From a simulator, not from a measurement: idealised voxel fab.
Documented hereafter: the process module known as voxel self aligned vias.
Cross-section cut: width 170 nm, square cells of 5 nm.
Cross-section layout: square cells on a grid; listed as bands, top to bottom; a band spans one or more cell rows. This entry defines a band. It first specifies the height of the band's top and the height of its bottom in nm, and then specifies the band's materials from left to right, stating each material with its width in nm. The word "throughout" identifies a single material that fills the band from edge to edge, while the word "blank" identifies empty space. Heights are reckoned from 0. Under this level, the received wafer is all of one material. The bottommost band is open-ended downward, for example "from 0 down". The notation "30..40" denotes a width that varies across the rows of cells in the band, beginning at the first number in the top row, finishing at the second number in the bottom row, and changing by an identical amount from each row to the next. Key: "remained unchanged" - step with no changed cell in the cross-section. In the "Closed empty spaces" entry, you get each enclosed empty space of 8 cells or more, one with no open way to the top, written width x height at distance, distance from the left edge, in nm. The remark found on a step's line after its settings is issued by the simulator itself and pertains to that step. What "overlay nm" on a step's line means: if the step has a mask, that mask lay this far to the right of its planned place, or, when the value is negative, to the left. Each pair below shows a cross-section before one step and the cross-section after it, down to the lowest band that changed. The line under each pair gives the step between them, with its settings. The pairs can come from different runs of this module on the same starting wafer, so a pair continues from the pair above only where its "Prior to processing" says so.
Prior to processing
  from 0 down  Si throughout
  Closed empty spaces: none
Resulting Structure
  from 10 to 0  SiO2 throughout
  Lower than 0, everything is as it was.
  Closed empty spaces: none
Applied between the two views above: CONFORMAL_DEP (material SiO2; thk nm 10)
Prior to processing: check the pair just above; its after cross-section is our before state.
Resulting Structure
  from 15 to 10  SiCN throughout
  Lower than 10, everything is as it was.
  Closed empty spaces: none
Applied between the two views above: CONFORMAL_DEP (material SiCN; thk nm 5)
Prior to processing: check the pair just above; its after cross-section is our before state.
Resulting Structure
  from 45 to 15  SiO2 throughout
  Lower than 15, everything is as it was.
  Closed empty spaces: none
Applied between the two views above: DIRECTIONAL_DEP (material SiO2; thk nm 30)
Prior to processing: check the pair just above; its after cross-section is our before state.
Resulting Structure
  from 55 to 45  aC throughout
  Lower than 45, everything is as it was.
  Closed empty spaces: none
Applied between the two views above: DIRECTIONAL_DEP (material aC; thk nm 10)
Prior to processing: check the pair just above; its after cross-section is our before state.
Resulting Structure
  from 80 to 55  50 resist, then 20 blank, then 25 resist, then 20 blank, then 55 resist
  Lower than 55, everything is as it was.
  Closed empty spaces: none
Applied between the two views above: PATTERN (tone open; mask id LINES; material resist; width nm 20; pitch nm 45; thk nm 25; overlay nm 0)
Prior to processing: check the pair just above; its after cross-section is our before state.
Resulting Structure
  from 70 to 55  50 resist, then 20 blank, then 25 resist, then 20 blank, then 55 resist
  from 55 to 45  50 aC, then 20 blank, then 25 aC, then 20 blank, then 55 aC
  Lower than 45, everything is as it was.
  Closed empty spaces: none
Applied between the two views above: DIRECTIONAL_ETCH (etch materials aC; depth nm 10)
Prior to processing: check the pair just above; its after cross-section is our before state.
Resulting Structure
  from 55 to 45  50 aC, then 20 blank, then 25 aC, then 20 blank, then 55 aC
  Lower than 45, everything is as it was.
  Closed empty spaces: none
Applied between the two views above: STRIP (etch materials resist)
Prior to processing: check the pair just above; its after cross-section is our before state.
Resulting Structure
  from 55 to 45  50 aC, then 20 blank, then 25 aC, then 20 blank, then 55 aC
  from 45 to 15  50 SiO2, then 20 blank, then 25 SiO2, then 20 blank, then 55 SiO2
  Lower than 15, everything is as it was.
  Closed empty spaces: none
Applied between the two views above: DIRECTIONAL_ETCH (etch materials SiO2; depth nm 30)
Prior to processing: check the pair just above; its after cross-section is our before state.
Resulting Structure
  from 45 to 15  50 SiO2, then 20 blank, then 25 SiO2, then 20 blank, then 55 SiO2
  Lower than 15, everything is as it was.
  Closed empty spaces: none
Applied between the two views above: STRIP (etch materials aC)
Prior to processing: check the pair just above; its after cross-section is our before state.
Resulting Structure
  from 50 to 45  55 TiN, then 10 blank, then 35 TiN, then 10 blank, then 60 TiN
  from 45 to 20  50 SiO2, then 5 TiN, then 10 blank, then 5 TiN, then 25 SiO2, then 5 TiN, then 10 blank, then 5 TiN, then 55 SiO2
  from 20 to 15  50 SiO2, then 20 TiN, then 25 SiO2, then 20 TiN, then 55 SiO2
  Lower than 15, everything is as it was.
  Closed empty spaces: none
Applied between the two views above: CONFORMAL_DEP (material TiN; thk nm 5)
Prior to processing: check the pair just above; its after cross-section is our before state.
Resulting Structure
  from 60 to 50  W throughout
  from 50 to 45  55 TiN, then 10 W, then 35 TiN, then 10 W, then 60 TiN
  from 45 to 20  50 SiO2, then 5 TiN, then 10 W, then 5 TiN, then 25 SiO2, then 5 TiN, then 10 W, then 5 TiN, then 55 SiO2
  Lower than 20, everything is as it was.
  Closed empty spaces: none
Applied between the two views above: FILL_DEP (material W; thk nm 10)
Prior to processing: check the pair just above; its after cross-section is our before state.
Resulting Structure
  from 45 to 20  50 SiO2, then 5 TiN, then 10 W, then 5 TiN, then 25 SiO2, then 5 TiN, then 10 W, then 5 TiN, then 55 SiO2
  Lower than 20, everything is as it was.
  Closed empty spaces: none
Applied between the two views above: CMP (height nm 45)
Prior to processing: check the pair just above; its after cross-section is our before state.
Resulting Structure
  from 45 to 35  50 SiO2, then 20 blank, then 25 SiO2, then 20 blank, then 55 SiO2
  Lower than 35, everything is as it was.
  Closed empty spaces: none
Applied between the two views above: SELECTIVE_ETCH (etch materials W Ru TiN; depth nm 10)
Prior to processing: check the pair just above; its after cross-section is our before state.
Resulting Structure
  from 55 to 45  SiN throughout
  from 45 to 35  50 SiO2, then 20 SiN, then 25 SiO2, then 20 SiN, then 55 SiO2
  Lower than 35, everything is as it was.
  Closed empty spaces: none
Applied between the two views above: FILL_DEP (material SiN; thk nm 10)
Prior to processing: check the pair just above; its after cross-section is our before state.
Resulting Structure
  from 45 to 35  50 SiO2, then 20 SiN, then 25 SiO2, then 20 SiN, then 55 SiO2
  Lower than 35, everything is as it was.
  Closed empty spaces: none
Applied between the two views above: CMP (height nm 45)
Prior to processing: check the pair just above; its after cross-section is our before state.
Resulting Structure
  from 60 to 45  SiO2 throughout
  Lower than 45, everything is as it was.
  Closed empty spaces: none
Applied between the two views above: DIRECTIONAL_DEP (material SiO2; thk nm 15)
Prior to processing: check the pair just above; its after cross-section is our before state.
Resulting Structure
  from 75 to 60  45 resist, then 30 blank, then 15 resist, then 30 blank, then 50 resist
  Lower than 60, everything is as it was.
  Closed empty spaces: none
Applied between the two views above: PATTERN (tone open; mask id VIAS; material resist; width nm 30; pitch nm 45; thk nm 15; overlay nm 0)
Prior to processing: check the pair just above; its after cross-section is our before state.
Resulting Structure
  from 75 to 60  45 resist, then 30 blank, then 15 resist, then 30 blank, then 50 resist
  from 60 to 45  45 SiO2, then 30 blank, then 15 SiO2, then 30 blank, then 50 SiO2
  Lower than 45, everything is as it was.
  Closed empty spaces: none
Applied between the two views above: DIRECTIONAL_ETCH (etch materials SiO2; depth nm 15)
Prior to processing: check the pair just above; its after cross-section is our before state.
Resulting Structure
  from 75 to 60  45 resist, then 30 blank, then 15 resist, then 30 blank, then 50 resist
  from 60 to 45  45 SiO2, then 30 blank, then 15 SiO2, then 30 blank, then 50 SiO2
  from 45 to 35  50 SiO2, then 20 blank, then 25 SiO2, then 20 blank, then 55 SiO2
  Lower than 35, everything is as it was.
  Closed empty spaces: none
Applied between the two views above: DIRECTIONAL_ETCH (etch materials SiN; depth nm 10)
Prior to processing: check the pair just above; its after cross-section is our before state.
Resulting Structure
  from 60 to 45  45 SiO2, then 30 blank, then 15 SiO2, then 30 blank, then 50 SiO2
  Lower than 45, everything is as it was.
  Closed empty spaces: none
Applied between the two views above: STRIP (etch materials resist)
Prior to processing: check the pair just above; its after cross-section is our before state.
Resulting Structure
  from 65 to 60  50 TiN, then 20 blank, then 25 TiN, then 20 blank, then 55 TiN
  from 60 to 50  45 SiO2, then 5 TiN, then 20 blank, then 5 TiN, then 15 SiO2, then 5 TiN, then 20 blank, then 5 TiN, then 50 SiO2
  from 50 to 40  45..50 SiO2, then 10..5 TiN, then 10 blank, then 10..5 TiN, then 15..25 SiO2, then 10..5 TiN, then 10 blank, then 10..5 TiN, then 50..55 SiO2
  from 40 to 35  50 SiO2, then 20 TiN, then 25 SiO2, then 20 TiN, then 55 SiO2
  Lower than 35, everything is as it was.
  Closed empty spaces: none
Applied between the two views above: CONFORMAL_DEP (material TiN; thk nm 5)
Prior to processing: check the pair just above; its after cross-section is our before state.
Resulting Structure
  from 70 to 65  W throughout
  from 65 to 60  50 TiN, then 20 W, then 25 TiN, then 20 W, then 55 TiN
  from 60 to 50  45 SiO2, then 5 TiN, then 20 W, then 5 TiN, then 15 SiO2, then 5 TiN, then 20 W, then 5 TiN, then 50 SiO2
  from 50 to 40  45..50 SiO2, then 10..5 TiN, then 10 W, then 10..5 TiN, then 15..25 SiO2, then 10..5 TiN, then 10 W, then 10..5 TiN, then 50..55 SiO2
  Lower than 40, everything is as it was.
  Closed empty spaces: none
Applied between the two views above: FILL_DEP (material W; thk nm 5)
Prior to processing: check the pair just above; its after cross-section is our before state.
Resulting Structure
  from 60 to 50  45 SiO2, then 5 TiN, then 20 W, then 5 TiN, then 15 SiO2, then 5 TiN, then 20 W, then 5 TiN, then 50 SiO2
  Lower than 50, everything is as it was.
  Closed empty spaces: none
Applied between the two views above: CMP (height nm 60)
Prior to processing: check the pair just above; its after cross-section is our before state.
Resulting Structure
  from 65 to 60  SiCN throughout
  Lower than 60, everything is as it was.
  Closed empty spaces: none
Applied between the two views above: CONFORMAL_DEP (material SiCN; thk nm 5)
Prior to processing
  from 0 down  Si throughout
  Closed empty spaces: none
Resulting Structure
  from 5 to 0  SiCN throughout
  Lower than 0, everything is as it was.
  Closed empty spaces: none
Applied between the two views above: CONFORMAL_DEP (material SiCN; thk nm 5)
Prior to processing: check the pair just above; its after cross-section is our before state.
Resulting Structure
  from 35 to 5  SiO2 throughout
  Lower than 5, everything is as it was.
  Closed empty spaces: none
Applied between the two views above: DIRECTIONAL_DEP (material SiO2; thk nm 30)
Prior to processing: check the pair just above; its after cross-section is our before state.
Resulting Structure
  from 45 to 35  aC throughout
  Lower than 35, everything is as it was.
  Closed empty spaces: none
Applied between the two views above: DIRECTIONAL_DEP (material aC; thk nm 10)
Prior to processing: check the pair just above; its after cross-section is our before state.
Resulting Structure
  from 70 to 45  50 resist, then 20 blank, then 25 resist, then 20 blank, then 55 resist
  Lower than 45, everything is as it was.
  Closed empty spaces: none
Applied between the two views above: PATTERN (tone open; mask id LINES; material resist; width nm 20; pitch nm 45; thk nm 25; overlay nm 0)
Prior to processing: check the pair just above; its after cross-section is our before state.
Resulting Structure
  from 60 to 45  50 resist, then 20 blank, then 25 resist, then 20 blank, then 55 resist
  from 45 to 35  50 aC, then 20 blank, then 25 aC, then 20 blank, then 55 aC
  Lower than 35, everything is as it was.
  Closed empty spaces: none
Applied between the two views above: DIRECTIONAL_ETCH (etch materials aC; depth nm 10)
Prior to processing: check the pair just above; its after cross-section is our before state.
Resulting Structure
  from 45 to 35  50 aC, then 20 blank, then 25 aC, then 20 blank, then 55 aC
  Lower than 35, everything is as it was.
  Closed empty spaces: none
Applied between the two views above: STRIP (etch materials resist)
Prior to processing: check the pair just above; its after cross-section is our before state.
Resulting Structure
  from 45 to 35  50 aC, then 20 blank, then 25 aC, then 20 blank, then 55 aC
  from 35 to 5  50 SiO2, then 20 blank, then 25 SiO2, then 20 blank, then 55 SiO2
  Lower than 5, everything is as it was.
  Closed empty spaces: none
Applied between the two views above: DIRECTIONAL_ETCH (etch materials SiO2; depth nm 30)
Prior to processing: check the pair just above; its after cross-section is our before state.
Resulting Structure
  from 35 to 5  50 SiO2, then 20 blank, then 25 SiO2, then 20 blank, then 55 SiO2
  Lower than 5, everything is as it was.
  Closed empty spaces: none
Applied between the two views above: STRIP (etch materials aC)
Prior to processing: check the pair just above; its after cross-section is our before state.
Resulting Structure
  from 40 to 35  55 TiN, then 10 blank, then 35 TiN, then 10 blank, then 60 TiN
  from 35 to 10  50 SiO2, then 5 TiN, then 10 blank, then 5 TiN, then 25 SiO2, then 5 TiN, then 10 blank, then 5 TiN, then 55 SiO2
  from 10 to 5  50 SiO2, then 20 TiN, then 25 SiO2, then 20 TiN, then 55 SiO2
  Lower than 5, everything is as it was.
  Closed empty spaces: none
Applied between the two views above: CONFORMAL_DEP (material TiN; thk nm 5)
Prior to processing: check the pair just above; its after cross-section is our before state.
Resulting Structure
  from 50 to 40  W throughout
  from 40 to 35  55 TiN, then 10 W, then 35 TiN, then 10 W, then 60 TiN
  from 35 to 10  50 SiO2, then 5 TiN, then 10 W, then 5 TiN, then 25 SiO2, then 5 TiN, then 10 W, then 5 TiN, then 55 SiO2
  Lower than 10, everything is as it was.
  Closed empty spaces: none
Applied between the two views above: FILL_DEP (material W; thk nm 10)
Prior to processing: check the pair just above; its after cross-section is our before state.
Resulting Structure
  from 45 to 40  W throughout
  Lower than 40, everything is as it was.
  Closed empty spaces: none
Applied between the two views above: CMP (height nm 45)
Prior to processing: check the pair just above; its after cross-section is our before state.
Resulting Structure
  from 35 to 10  50 SiO2, then 5 TiN, then 10 W, then 5 TiN, then 25 SiO2, then 5 TiN, then 10 W, then 5 TiN, then 55 SiO2
  Lower than 10, everything is as it was.
  Closed empty spaces: none
Applied between the two views above: SELECTIVE_ETCH (etch materials W Ru TiN; depth nm 10)
Prior to processing: check the pair just above; its after cross-section is our before state.
Resulting Structure
  from 45 to 35  SiN throughout
  Lower than 35, everything is as it was.
  Closed empty spaces: none
Applied between the two views above: FILL_DEP (material SiN; thk nm 10)
Prior to processing: check the pair just above; its after cross-section is our before state.
Resulting Structure
  from 60 to 45  SiO2 throughout
  Lower than 45, everything is as it was.
  Closed empty spaces: none
Applied between the two views above: DIRECTIONAL_DEP (material SiO2; thk nm 15)
Prior to processing: check the pair just above; its after cross-section is our before state.
Resulting Structure
  from 75 to 60  45 resist, then 30 blank, then 15 resist, then 30 blank, then 50 resist
  Lower than 60, everything is as it was.
  Closed empty spaces: none
Applied between the two views above: PATTERN (tone open; mask id VIAS; material resist; width nm 30; pitch nm 45; thk nm 15; overlay nm 0)
Prior to processing: check the pair just above; its after cross-section is our before state.
Resulting Structure
  from 75 to 60  45 resist, then 30 blank, then 15 resist, then 30 blank, then 50 resist
  from 60 to 45  45 SiO2, then 30 blank, then 15 SiO2, then 30 blank, then 50 SiO2
  Lower than 45, everything is as it was.
  Closed empty spaces: none
Applied between the two views above: DIRECTIONAL_ETCH (etch materials SiO2; depth nm 15)
Prior to processing: check the pair just above; its after cross-section is our before state.
Resulting Structure
  from 75 to 60  45 resist, then 30 blank, then 15 resist, then 30 blank, then 50 resist
  from 60 to 45  45 SiO2, then 30 blank, then 15 SiO2, then 30 blank, then 50 SiO2
  from 45 to 35  45 SiN, then 30 blank, then 15 SiN, then 30 blank, then 50 SiN
  Lower than 35, everything is as it was.
  Closed empty spaces: none
Applied between the two views above: DIRECTIONAL_ETCH (etch materials SiN; depth nm 10)
Prior to processing: check the pair just above; its after cross-section is our before state.
Resulting Structure
  from 60 to 45  45 SiO2, then 30 blank, then 15 SiO2, then 30 blank, then 50 SiO2
  Lower than 45, everything is as it was.
  Closed empty spaces: none
Applied between the two views above: STRIP (etch materials resist)
Prior to processing: check the pair just above; its after cross-section is our before state.
Resulting Structure
  from 65 to 60  50 TiN, then 20 blank, then 25 TiN, then 20 blank, then 55 TiN
  from 60 to 45  45 SiO2, then 5 TiN, then 20 blank, then 5 TiN, then 15 SiO2, then 5 TiN, then 20 blank, then 5 TiN, then 50 SiO2
  from 45 to 40  45 SiN, then 5 TiN, then 20 blank, then 5 TiN, then 15 SiN, then 5 TiN, then 20 blank, then 5 TiN, then 50 SiN
  from 40 to 35  45 SiN, then 30 TiN, then 15 SiN, then 30 TiN, then 50 SiN
  Lower than 35, everything is as it was.
  Closed empty spaces: none
Applied between the two views above: CONFORMAL_DEP (material TiN; thk nm 5)
Prior to processing: check the pair just above; its after cross-section is our before state.
Resulting Structure
  from 70 to 65  W throughout
  from 65 to 60  50 TiN, then 20 W, then 25 TiN, then 20 W, then 55 TiN
  from 60 to 45  45 SiO2, then 5 TiN, then 20 W, then 5 TiN, then 15 SiO2, then 5 TiN, then 20 W, then 5 TiN, then 50 SiO2
  from 45 to 40  45 SiN, then 5 TiN, then 20 W, then 5 TiN, then 15 SiN, then 5 TiN, then 20 W, then 5 TiN, then 50 SiN
  Lower than 40, everything is as it was.
  Closed empty spaces: none
Applied between the two views above: FILL_DEP (material W; thk nm 5)
Prior to processing: check the pair just above; its after cross-section is our before state.
Resulting Structure
  from 60 to 45  45 SiO2, then 5 TiN, then 20 W, then 5 TiN, then 15 SiO2, then 5 TiN, then 20 W, then 5 TiN, then 50 SiO2
  Lower than 45, everything is as it was.
  Closed empty spaces: none
Applied between the two views above: CMP (height nm 60)
Prior to processing: check the pair just above; its after cross-section is our before state.
Resulting Structure
  from 65 to 60  SiCN throughout
  Lower than 60, everything is as it was.
  Closed empty spaces: none
Applied between the two views above: CONFORMAL_DEP (material SiCN; thk nm 5)
Prior to processing
  from 75 to 60  45 resist, then 30 blank, then 15 resist, then 30 blank, then 50 resist
  from 60 to 45  45 SiO2, then 30 blank, then 15 SiO2, then 30 blank, then 50 SiO2
  from 45 to 35  50 SiO2, then 20 SiN, then 25 SiO2, then 20 SiN, then 55 SiO2
  from 35 to 20  50 SiO2, then 5 TiN, then 10 W, then 5 TiN, then 25 SiO2, then 5 TiN, then 10 W, then 5 TiN, then 55 SiO2
  from 20 to 15  50 SiO2, then 20 TiN, then 25 SiO2, then 20 TiN, then 55 SiO2
  from 15 to 10  SiCN throughout
  from 10 to 0  SiO2 throughout
  from 0 down  Si throughout
  Closed empty spaces: none
Resulting Structure
  from 75 to 60  45 resist, then 30 blank, then 15 resist, then 30 blank, then 50 resist
  from 60 to 45  45 SiO2, then 30 blank, then 15 SiO2, then 30 blank, then 50 SiO2
  from 45 to 35  45 SiO2, then 5 blank, then 20 SiN, then 5 blank, then 15 SiO2, then 5 blank, then 20 SiN, then 5 blank, then 50 SiO2
  from 35 to 30  45 SiO2, then 5 blank, then 5 TiN, then 10 W, then 5 TiN, then 5 blank, then 15 SiO2, then 5 blank, then 5 TiN, then 10 W, then 5 TiN, then 5 blank, then 50 SiO2
  Lower than 30, everything is as it was.
  Closed empty spaces: none
Applied between the two views above: DIRECTIONAL_ETCH (etch materials SiO2; depth nm 15)
Prior to processing: check the pair just above; its after cross-section is our before state.
Resulting Structure
  from 75 to 60  45 resist, then 30 blank, then 15 resist, then 30 blank, then 50 resist
  from 60 to 35  45 SiO2, then 30 blank, then 15 SiO2, then 30 blank, then 50 SiO2
  Lower than 35, everything is as it was.
  Closed empty spaces: none
Applied between the two views above: DIRECTIONAL_ETCH (etch materials SiN; depth nm 10)
Prior to processing: check the pair just above; its after cross-section is our before state.
Resulting Structure
  from 60 to 35  45 SiO2, then 30 blank, then 15 SiO2, then 30 blank, then 50 SiO2
  Lower than 35, everything is as it was.
  Closed empty spaces: none
Applied between the two views above: STRIP (etch materials resist)
Prior to processing: check the pair just above; its after cross-section is our before state.
Resulting Structure
  from 65 to 60  50 TiN, then 20 blank, then 25 TiN, then 20 blank, then 55 TiN
  from 60 to 40  45 SiO2, then 5 TiN, then 20 blank, then 5 TiN, then 15 SiO2, then 5 TiN, then 20 blank, then 5 TiN, then 50 SiO2
  from 40 to 35  45 SiO2, then 30 TiN, then 15 SiO2, then 30 TiN, then 50 SiO2
  from 35 to 30  45 SiO2, then 10 TiN, then 10 W, then 10 TiN, then 15 SiO2, then 10 TiN, then 10 W, then 10 TiN, then 50 SiO2
  Lower than 30, everything is as it was.
  Closed empty spaces: none
Applied between the two views above: CONFORMAL_DEP (material TiN; thk nm 5)
Prior to processing: check the pair just above; its after cross-section is our before state.
Resulting Structure
  from 70 to 65  W throughout
  from 65 to 60  50 TiN, then 20 W, then 25 TiN, then 20 W, then 55 TiN
  from 60 to 40  45 SiO2, then 5 TiN, then 20 W, then 5 TiN, then 15 SiO2, then 5 TiN, then 20 W, then 5 TiN, then 50 SiO2
  Lower than 40, everything is as it was.
  Closed empty spaces: none
Applied between the two views above: FILL_DEP (material W; thk nm 5)
Prior to processing: check the pair just above; its after cross-section is our before state.
Resulting Structure
  from 60 to 40  45 SiO2, then 5 TiN, then 20 W, then 5 TiN, then 15 SiO2, then 5 TiN, then 20 W, then 5 TiN, then 50 SiO2
  Lower than 40, everything is as it was.
  Closed empty spaces: none
Applied between the two views above: CMP (height nm 60)
Prior to processing: check the pair just above; its after cross-section is our before state.
Resulting Structure
  from 65 to 60  SiCN throughout
  Lower than 60, everything is as it was.
  Closed empty spaces: none
Applied between the two views above: CONFORMAL_DEP (material SiCN; thk nm 5)
Prior to processing
  from 5 to 0  SiCN throughout
  from 0 down  Si throughout
  Closed empty spaces: none
Resulting Structure
  from 15 to 5  SiO2 throughout
  Lower than 5, everything is as it was.
  Closed empty spaces: none
Applied between the two views above: CONFORMAL_DEP (material SiO2; thk nm 10)
Prior to processing: check the pair just above; its after cross-section is our before state.
Resulting Structure
  from 45 to 5  SiO2 throughout
  Lower than 5, everything is as it was.
  Closed empty spaces: none
Applied between the two views above: DIRECTIONAL_DEP (material SiO2; thk nm 30)
Prior to processing: check the pair just above; its after cross-section is our before state.
Resulting Structure
  from 55 to 45  aC throughout
  Lower than 45, everything is as it was.
  Closed empty spaces: none
Applied between the two views above: DIRECTIONAL_DEP (material aC; thk nm 10)
Prior to processing: check the pair just above; its after cross-section is our before state.
Resulting Structure
  from 80 to 55  50 resist, then 20 blank, then 25 resist, then 20 blank, then 55 resist
  Lower than 55, everything is as it was.
  Closed empty spaces: none
Applied between the two views above: PATTERN (tone open; mask id LINES; material resist; width nm 20; pitch nm 45; thk nm 25; overlay nm 0)
Prior to processing: check the pair just above; its after cross-section is our before state.
Resulting Structure
  from 70 to 55  50 resist, then 20 blank, then 25 resist, then 20 blank, then 55 resist
  from 55 to 45  50 aC, then 20 blank, then 25 aC, then 20 blank, then 55 aC
  Lower than 45, everything is as it was.
  Closed empty spaces: none
Applied between the two views above: DIRECTIONAL_ETCH (etch materials aC; depth nm 10)
Prior to processing: check the pair just above; its after cross-section is our before state.
Resulting Structure
  from 55 to 45  50 aC, then 20 blank, then 25 aC, then 20 blank, then 55 aC
  Lower than 45, everything is as it was.
  Closed empty spaces: none
Applied between the two views above: STRIP (etch materials resist)
Prior to processing: check the pair just above; its after cross-section is our before state.
Resulting Structure
  from 55 to 45  50 aC, then 20 blank, then 25 aC, then 20 blank, then 55 aC
  from 45 to 15  50 SiO2, then 20 blank, then 25 SiO2, then 20 blank, then 55 SiO2
  Lower than 15, everything is as it was.
  Closed empty spaces: none
Applied between the two views above: DIRECTIONAL_ETCH (etch materials SiO2; depth nm 30)
Prior to processing: check the pair just above; its after cross-section is our before state.
Resulting Structure
  from 45 to 15  50 SiO2, then 20 blank, then 25 SiO2, then 20 blank, then 55 SiO2
  Lower than 15, everything is as it was.
  Closed empty spaces: none
Applied between the two views above: STRIP (etch materials aC)
Prior to processing: check the pair just above; its after cross-section is our before state.
Resulting Structure
  from 50 to 45  55 TiN, then 10 blank, then 35 TiN, then 10 blank, then 60 TiN
  from 45 to 20  50 SiO2, then 5 TiN, then 10 blank, then 5 TiN, then 25 SiO2, then 5 TiN, then 10 blank, then 5 TiN, then 55 SiO2
  from 20 to 15  50 SiO2, then 20 TiN, then 25 SiO2, then 20 TiN, then 55 SiO2
  Lower than 15, everything is as it was.
  Closed empty spaces: none
Applied between the two views above: CONFORMAL_DEP (material TiN; thk nm 5)
Prior to processing: check the pair just above; its after cross-section is our before state.
Resulting Structure
  from 60 to 50  W throughout
  from 50 to 45  55 TiN, then 10 W, then 35 TiN, then 10 W, then 60 TiN
  from 45 to 20  50 SiO2, then 5 TiN, then 10 W, then 5 TiN, then 25 SiO2, then 5 TiN, then 10 W, then 5 TiN, then 55 SiO2
  Lower than 20, everything is as it was.
  Closed empty spaces: none
Applied between the two views above: FILL_DEP (material W; thk nm 10)
Prior to processing: check the pair just above; its after cross-section is our before state.
Resulting Structure
  from 45 to 20  50 SiO2, then 5 TiN, then 10 W, then 5 TiN, then 25 SiO2, then 5 TiN, then 10 W, then 5 TiN, then 55 SiO2
  Lower than 20, everything is as it was.
  Closed empty spaces: none
Applied between the two views above: CMP (height nm 45)
Prior to processing: check the pair just above; its after cross-section is our before state.
Resulting Structure
  from 45 to 35  50 SiO2, then 20 blank, then 25 SiO2, then 20 blank, then 55 SiO2
  Lower than 35, everything is as it was.
  Closed empty spaces: none
Applied between the two views above: SELECTIVE_ETCH (etch materials W Ru TiN; depth nm 10)
Prior to processing: check the pair just above; its after cross-section is our before state.
Resulting Structure
  from 55 to 45  SiN throughout
  from 45 to 35  50 SiO2, then 20 SiN, then 25 SiO2, then 20 SiN, then 55 SiO2
  Lower than 35, everything is as it was.
  Closed empty spaces: none
Applied between the two views above: FILL_DEP (material SiN; thk nm 10)
Prior to processing: check the pair just above; its after cross-section is our before state.
Resulting Structure
  from 45 to 35  50 SiO2, then 20 SiN, then 25 SiO2, then 20 SiN, then 55 SiO2
  Lower than 35, everything is as it was.
  Closed empty spaces: none
Applied between the two views above: CMP (height nm 45)
Prior to processing: check the pair just above; its after cross-section is our before state.
Resulting Structure
  from 60 to 45  SiO2 throughout
  Lower than 45, everything is as it was.
  Closed empty spaces: none
Applied between the two views above: DIRECTIONAL_DEP (material SiO2; thk nm 15)
Prior to processing: check the pair just above; its after cross-section is our before state.
Resulting Structure
  from 75 to 60  45 resist, then 30 blank, then 15 resist, then 30 blank, then 50 resist
  Lower than 60, everything is as it was.
  Closed empty spaces: none
Applied between the two views above: PATTERN (tone open; mask id VIAS; material resist; width nm 30; pitch nm 45; thk nm 15; overlay nm 0)
Prior to processing: check the pair just above; its after cross-section is our before state.
Resulting Structure
  from 75 to 60  45 resist, then 30 blank, then 15 resist, then 30 blank, then 50 resist
  from 60 to 45  45 SiO2, then 30 blank, then 15 SiO2, then 30 blank, then 50 SiO2
  Lower than 45, everything is as it was.
  Closed empty spaces: none
Applied between the two views above: DIRECTIONAL_ETCH (etch materials SiO2; depth nm 15)
Prior to processing: check the pair just above; its after cross-section is our before state.
Resulting Structure
  from 75 to 60  45 resist, then 30 blank, then 15 resist, then 30 blank, then 50 resist
  from 60 to 45  45 SiO2, then 30 blank, then 15 SiO2, then 30 blank, then 50 SiO2
  from 45 to 35  50 SiO2, then 20 blank, then 25 SiO2, then 20 blank, then 55 SiO2
  Lower than 35, everything is as it was.
  Closed empty spaces: none
Applied between the two views above: DIRECTIONAL_ETCH (etch materials SiN; depth nm 10)
Prior to processing: check the pair just above; its after cross-section is our before state.
Resulting Structure
  from 60 to 45  45 SiO2, then 30 blank, then 15 SiO2, then 30 blank, then 50 SiO2
  Lower than 45, everything is as it was.
  Closed empty spaces: none
Applied between the two views above: STRIP (etch materials resist)
Prior to processing: check the pair just above; its after cross-section is our before state.
Resulting Structure
  from 65 to 60  50 TiN, then 20 blank, then 25 TiN, then 20 blank, then 55 TiN
  from 60 to 50  45 SiO2, then 5 TiN, then 20 blank, then 5 TiN, then 15 SiO2, then 5 TiN, then 20 blank, then 5 TiN, then 50 SiO2
  from 50 to 40  45..50 SiO2, then 10..5 TiN, then 10 blank, then 10..5 TiN, then 15..25 SiO2, then 10..5 TiN, then 10 blank, then 10..5 TiN, then 50..55 SiO2
  from 40 to 35  50 SiO2, then 20 TiN, then 25 SiO2, then 20 TiN, then 55 SiO2
  Lower than 35, everything is as it was.
  Closed empty spaces: none
Applied between the two views above: CONFORMAL_DEP (material TiN; thk nm 5)
Prior to processing: check the pair just above; its after cross-section is our before state.
Resulting Structure
  from 70 to 65  W throughout
  from 65 to 60  50 TiN, then 20 W, then 25 TiN, then 20 W, then 55 TiN
  from 60 to 50  45 SiO2, then 5 TiN, then 20 W, then 5 TiN, then 15 SiO2, then 5 TiN, then 20 W, then 5 TiN, then 50 SiO2
  from 50 to 40  45..50 SiO2, then 10..5 TiN, then 10 W, then 10..5 TiN, then 15..25 SiO2, then 10..5 TiN, then 10 W, then 10..5 TiN, then 50..55 SiO2
  Lower than 40, everything is as it was.
  Closed empty spaces: none
Applied between the two views above: FILL_DEP (material W; thk nm 5)
Prior to processing: check the pair just above; its after cross-section is our before state.
Resulting Structure
  from 60 to 50  45 SiO2, then 5 TiN, then 20 W, then 5 TiN, then 15 SiO2, then 5 TiN, then 20 W, then 5 TiN, then 50 SiO2
  Lower than 50, everything is as it was.
  Closed empty spaces: none
Applied between the two views above: CMP (height nm 60)
Prior to processing: check the pair just above; its after cross-section is our before state.
Resulting Structure
  from 65 to 60  SiCN throughout
  Lower than 60, everything is as it was.
  Closed empty spaces: none
Applied between the two views above: CONFORMAL_DEP (material SiCN; thk nm 5)
Prior to processing
  from 10 to 0  SiO2 throughout
  from 0 down  Si throughout
  Closed empty spaces: none
Resulting Structure
  from 25 to 10  SiCN throughout
  Lower than 10, everything is as it was.
  Closed empty spaces: none
Applied between the two views above: CONFORMAL_DEP (material SiCN; thk nm 15)
Prior to processing: check the pair just above; its after cross-section is our before state.
Resulting Structure
  from 55 to 25  SiO2 throughout
  Lower than 25, everything is as it was.
  Closed empty spaces: none
Applied between the two views above: DIRECTIONAL_DEP (material SiO2; thk nm 30)
Prior to processing: check the pair just above; its after cross-section is our before state.
Resulting Structure
  from 65 to 55  aC throughout
  Lower than 55, everything is as it was.
  Closed empty spaces: none
Applied between the two views above: DIRECTIONAL_DEP (material aC; thk nm 10)
Prior to processing: check the pair just above; its after cross-section is our before state.
Resulting Structure
  from 90 to 65  50 resist, then 20 blank, then 25 resist, then 20 blank, then 55 resist
  Lower than 65, everything is as it was.
  Closed empty spaces: none
Applied between the two views above: PATTERN (tone open; mask id LINES; material resist; width nm 20; pitch nm 45; thk nm 25; overlay nm 0)
Prior to processing: check the pair just above; its after cross-section is our before state.
Resulting Structure
  from 80 to 65  50 resist, then 20 blank, then 25 resist, then 20 blank, then 55 resist
  from 65 to 55  50 aC, then 20 blank, then 25 aC, then 20 blank, then 55 aC
  Lower than 55, everything is as it was.
  Closed empty spaces: none
Applied between the two views above: DIRECTIONAL_ETCH (etch materials aC; depth nm 10)
